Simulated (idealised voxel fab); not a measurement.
Herein follows the process module entitled voxel wiring stack.
Cross-section cut: width 255 nm, square cells of 5 nm.
Cross-sections here: square-cell grids, written as top-down lists of bands, a band being one or more rows of cells.
Band entry format. Leading values: height of top, height of bottom, nm. Remainder: materials in left-to-right order, each with its width in nm. Special words: "edge to edge" on a single material, which then fills the band edge to edge; "air", empty space.
Zero point of the height axis is 0; under it, received wafer = one material. Lowest band: continues down indefinitely, "top 0, no bottom".
It should be noted that a width expressed as "30..40" varies in equal increments from row to row of cells within the band, taking the value of the first number at the top row and that of the second number at the bottom row.
Step note "no change occurred" = no cross-section cell changed.
"Fully sealed cavities": sealed empty spaces, 8 cells or more, no open way to top, listed width x height at distance, with distance from the left edge and width, height and distance in nm.
The remark found on a step's line after its settings is issued by the simulator itself and pertains to that step.
For masked steps, "overlay nm" on the step line gives how far right of plan the mask actually lay; a minus sign means it lay to the left.
PLAN
1,RECEIVE (material Si)
2,CONFORMAL_DEP (material SiO2; thk nm 15)
3,DIRECTIONAL_DEP (material TiN; thk nm 5)
4,DIRECTIONAL_DEP (material W; thk nm 15)
5,DIRECTIONAL_DEP (material aC; thk nm 10)
6,PATTERN (tone cover; mask id METAL_1; material resist; width nm 30; pitch nm 50; thk nm 25; overlay nm 0)
7,DIRECTIONAL_ETCH (etch materials aC; depth nm 10)
8,STRIP (etch materials resist)
9,DIRECTIONAL_ETCH (etch materials W; depth nm 15)
10,DIRECTIONAL_ETCH (etch materials TiN; depth nm 5)
11,STRIP (etch materials aC)
12,FILL_DEP (material SiO2; thk nm 10)
13,CMP (height nm 35)
14,CONFORMAL_DEP (material SiCN; thk nm 5)
15,DIRECTIONAL_DEP (material lowk; thk nm 10)
16,PATTERN (tone open; mask id PLUG_1; material resist; width nm 15; pitch nm 50; thk nm 20; overlay nm 0)
17,DIRECTIONAL_ETCH (etch materials lowk; depth nm 10)
18,DIRECTIONAL_ETCH (etch materials SiCN; depth nm 5)
19,STRIP (etch materials resist)
20,CONFORMAL_DEP (material TiN; thk nm 5)
21,FILL_DEP (material Ru; thk nm 5)
22,CMP (height nm 50)
23,DIRECTIONAL_DEP (material TiN; thk nm 5)
24,DIRECTIONAL_DEP (material Ru; thk nm 15)
25,DIRECTIONAL_DEP (material aC; thk nm 10)
26,PATTERN (tone cover; mask id METAL_2; material resist; width nm 30; pitch nm 50; thk nm 25; overlay nm 0)
27,DIRECTIONAL_ETCH (etch materials aC; depth nm 10)
28,STRIP (etch materials resist)
29,DIRECTIONAL_ETCH (etch materials Ru; depth nm 15)
30,DIRECTIONAL_ETCH (etch materials TiN; depth nm 5)
31,STRIP (etch materials aC)
32,CONFORMAL_DEP (material SiCN; thk nm 5)
33,FILL_DEP (material lowk; thk nm 10)
34,CMP (height nm 70)
35,CONFORMAL_DEP (material SiCN; thk nm 5)
SHOWN IN CROSS-SECTION IS THE WAFER AS RECEIVED, THAT IS, AS IT STANDS AFTER STEP 1
> top 0, no bottom: Si edge to edge
> Fully sealed cavities: none
FIRST OF TWO WAFERS AT THE END OF THE MODULE, SHOWN IN CROSS-SECTION; RUN CARRIED OUT AS PLANNED
> top 75, bottom 70: SiCN edge to edge
> top 70, bottom 55: lowk 30 nm  SiCN 5 nm  Ru 30 nm  SiCN 5 nm  lowk 10 nm  SiCN 5 nm  Ru 30 nm  SiCN 5 nm  lowk 10 nm  SiCN 5 nm  Ru 30 nm  SiCN 5 nm  lowk 10 nm  SiCN 5 nm  Ru 30 nm  SiCN 5 nm  lowk 35 nm
> top 55, bottom 50: SiCN 35 nm  TiN 30 nm  SiCN 20 nm  TiN 30 nm  SiCN 20 nm  TiN 30 nm  SiCN 20 nm  TiN 30 nm  SiCN 40 nm
> top 50, bottom 40: lowk 35 nm  TiN 5 nm  Ru 5 nm  TiN 5 nm  lowk 35 nm  TiN 5 nm  Ru 5 nm  TiN 5 nm  lowk 35 nm  TiN 5 nm  Ru 5 nm  TiN 5 nm  lowk 35 nm  TiN 5 nm  Ru 5 nm  TiN 5 nm  lowk 55 nm
> top 40, bottom 35: SiCN 35 nm  TiN 15 nm  SiCN 35 nm  TiN 15 nm  SiCN 35 nm  TiN 15 nm  SiCN 35 nm  TiN 15 nm  SiCN 55 nm
> top 35, bottom 20: SiO2 35 nm  W 30 nm  SiO2 20 nm  W 30 nm  SiO2 20 nm  W 30 nm  SiO2 20 nm  W 30 nm  SiO2 40 nm
> top 20, bottom 15: SiO2 35 nm  TiN 30 nm  SiO2 20 nm  TiN 30 nm  SiO2 20 nm  TiN 30 nm  SiO2 20 nm  TiN 30 nm  SiO2 40 nm
> top 15, bottom 0: SiO2 edge to edge
> top 0, no bottom: Si edge to edge
> Fully sealed cavities: none
SECOND WAFER OF THE TWO, SECTIONED AT THE END OF THE MODULE. IT BEGAN LIKE THE FIRST AND FOLLOWED THE SAME PLAN, BUT ONE MISTAKE WAS MADE WHILE RUNNING IT
> top 75, bottom 70: SiCN edge to edge
> top 70, bottom 55: lowk 30 nm  SiCN 5 nm  Ru 30 nm  SiCN 5 nm  lowk 10 nm  SiCN 5 nm  Ru 30 nm  SiCN 5 nm  lowk 10 nm  SiCN 5 nm  Ru 30 nm  SiCN 5 nm  lowk 10 nm  SiCN 5 nm  Ru 30 nm  SiCN 5 nm  lowk 35 nm
> top 55, bottom 50: SiCN 35 nm  TiN 30 nm  SiCN 20 nm  TiN 30 nm  SiCN 20 nm  TiN 30 nm  SiCN 20 nm  TiN 30 nm  SiCN 40 nm
> top 50, bottom 40: lowk 35 nm  TiN 5 nm  Ru 5 nm  TiN 5 nm  lowk 35 nm  TiN 5 nm  Ru 5 nm  TiN 5 nm  lowk 35 nm  TiN 5 nm  Ru 5 nm  TiN 5 nm  lowk 35 nm  TiN 5 nm  Ru 5 nm  TiN 5 nm  lowk 55 nm
> top 40, bottom 35: SiCN 35 nm  TiN 15 nm  SiCN 35 nm  TiN 15 nm  SiCN 35 nm  TiN 15 nm  SiCN 35 nm  TiN 15 nm  SiCN 55 nm
> top 35, bottom 30: SiO2 35 nm  W 30 nm  SiO2 20 nm  W 30 nm  SiO2 20 nm  W 30 nm  SiO2 20 nm  W 30 nm  SiO2 40 nm
> top 30, bottom 25: SiO2 35 nm  TiN 30 nm  SiO2 20 nm  TiN 30 nm  SiO2 20 nm  TiN 30 nm  SiO2 20 nm  TiN 30 nm  SiO2 40 nm
> top 25, bottom 0: SiO2 edge to edge
> top 0, no bottom: Si edge to edge
> Fully sealed cavities: none
Heads up, the wafer didn't run the way we planned it: contrary to plan, step 2 was performed as CONFORMAL_DEP (material SiO2; thk nm 25)
Cell-count delta at end, second wafer over first, by material: +48 SiO2 | -48 W
